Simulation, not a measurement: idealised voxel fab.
process module | voxel double patterning
cross-section cut | 245 nm wide | cells 5 nm
A cross-section is a grid of square cells, given in bands from the top down. A band is one or more rows of cells.
Each band's line starts with the height of the band's top and of its bottom, in nm. Then come its materials from left to right, each with its width in nm. One material with "throughout" fills the band from edge to edge. "air" is empty space.
Height 0 is the level under which the wafer as received is all one material. The lowest band goes on downwards, as in "0 down".
A width such as "30 to 40" changes by the same amount from each row of cells to the next, from the band's top row to its bottom row.
"no change" after a step means that no cell of the cross-section changed.
closed voids: empty space of 8 cells or more with no open way to the top, each as width x height at its distance from the left edge, in nm
after a step's settings: what the simulator itself notes on the step
overlay nm, on a step with a mask: how far to the right of its planned place the mask lay; to the left if negative
plan
1 op RECEIVE | material Si
2 op CONFORMAL_DEP | material SiO2 | thk nm 10
3 op DIRECTIONAL_DEP | material W | thk nm 10
4 op DIRECTIONAL_DEP | material SiN | thk nm 10
5 op DIRECTIONAL_DEP | material aC | thk nm 10
6 op PATTERN | tone open | mask id FIRST | material resist | width nm 15 | pitch nm 50 | thk nm 25 | overlay nm 0
7 op DIRECTIONAL_ETCH | etch materials aC | depth nm 10
8 op STRIP | etch materials resist
9 op DIRECTIONAL_ETCH | etch materials SiN | depth nm 10
10 op STRIP | etch materials aC
11 op MASKED_ETCH | tone open | mask id SECOND | width nm 15 | etch materials SiN | depth nm 10 | overlay nm 0
12 op DIRECTIONAL_ETCH | etch materials W | depth nm 10
13 op STRIP | etch materials SiN
first wafer, as planned
as received, after step 1
  0 down: Si throughout
  closed voids: none
after step 2
  10 to 0: SiO2 throughout
  below 0: unchanged
after step 3
  20 to 10: W throughout
  below 10: unchanged
after step 4
  30 to 20: SiN throughout
  below 20: unchanged
after step 5
  40 to 30: aC throughout
  below 30: unchanged
after step 6
  65 to 40: resist 90 | air 15 | resist 35 | air 15 | resist 90
  below 40: unchanged
after step 7
  55 to 40: resist 90 | air 15 | resist 35 | air 15 | resist 90
  40 to 30: aC 90 | air 15 | aC 35 | air 15 | aC 90
  below 30: unchanged
after step 8
  40 to 30: aC 90 | air 15 | aC 35 | air 15 | aC 90
  below 30: unchanged
after step 9
  40 to 30: aC 90 | air 15 | aC 35 | air 15 | aC 90
  30 to 20: SiN 90 | air 15 | SiN 35 | air 15 | SiN 90
  below 20: unchanged
after step 10
  30 to 20: SiN 90 | air 15 | SiN 35 | air 15 | SiN 90
  below 20: unchanged
after step 11
  30 to 20: SiN 90 | air 15 | SiN 10 | air 15 | SiN 10 | air 15 | SiN 90
  below 20: unchanged
after step 12
  30 to 20: SiN 90 | air 15 | SiN 10 | air 15 | SiN 10 | air 15 | SiN 90
  20 to 10: W 90 | air 15 | W 10 | air 15 | W 10 | air 15 | W 90
  below 10: unchanged
after step 13
  20 to 10: W 90 | air 15 | W 10 | air 15 | W 10 | air 15 | W 90
  below 10: unchanged
second wafer: like start, like plan, one mistake. Through step 5 it matches the first wafer
when step 6 should have ended
  65 to 40: resist 95 | air 15 | resist 35 | air 15 | resist 85
  below 40: unchanged
when step 7 should have ended
  55 to 40: resist 95 | air 15 | resist 35 | air 15 | resist 85
  40 to 30: aC 95 | air 15 | aC 35 | air 15 | aC 85
  below 30: unchanged
when step 8 should have ended
  40 to 30: aC 95 | air 15 | aC 35 | air 15 | aC 85
  below 30: unchanged
when step 9 should have ended
  40 to 30: aC 95 | air 15 | aC 35 | air 15 | aC 85
  30 to 20: SiN 95 | air 15 | SiN 35 | air 15 | SiN 85
  below 20: unchanged
when step 10 should have ended
  30 to 20: SiN 95 | air 15 | SiN 35 | air 15 | SiN 85
  below 20: unchanged
when step 11 should have ended
  30 to 20: SiN 95 | air 15 | SiN 5 | air 15 | SiN 15 | air 15 | SiN 85
  below 20: unchanged
when step 12 should have ended
  30 to 20: SiN 95 | air 15 | SiN 5 | air 15 | SiN 15 | air 15 | SiN 85
  20 to 10: W 95 | air 15 | W 5 | air 15 | W 15 | air 15 | W 85
  below 10: unchanged
when step 13 should have ended
  20 to 10: W 95 | air 15 | W 5 | air 15 | W 15 | air 15 | W 85
  below 10: unchanged
what went wrong: step 6 ran as: op PATTERN | tone open | mask id FIRST | material resist | width nm 15 | pitch nm 50 | thk nm 25 | overlay nm 5
at the end the second wafer has, in cells: as many of each material as the first, in other places
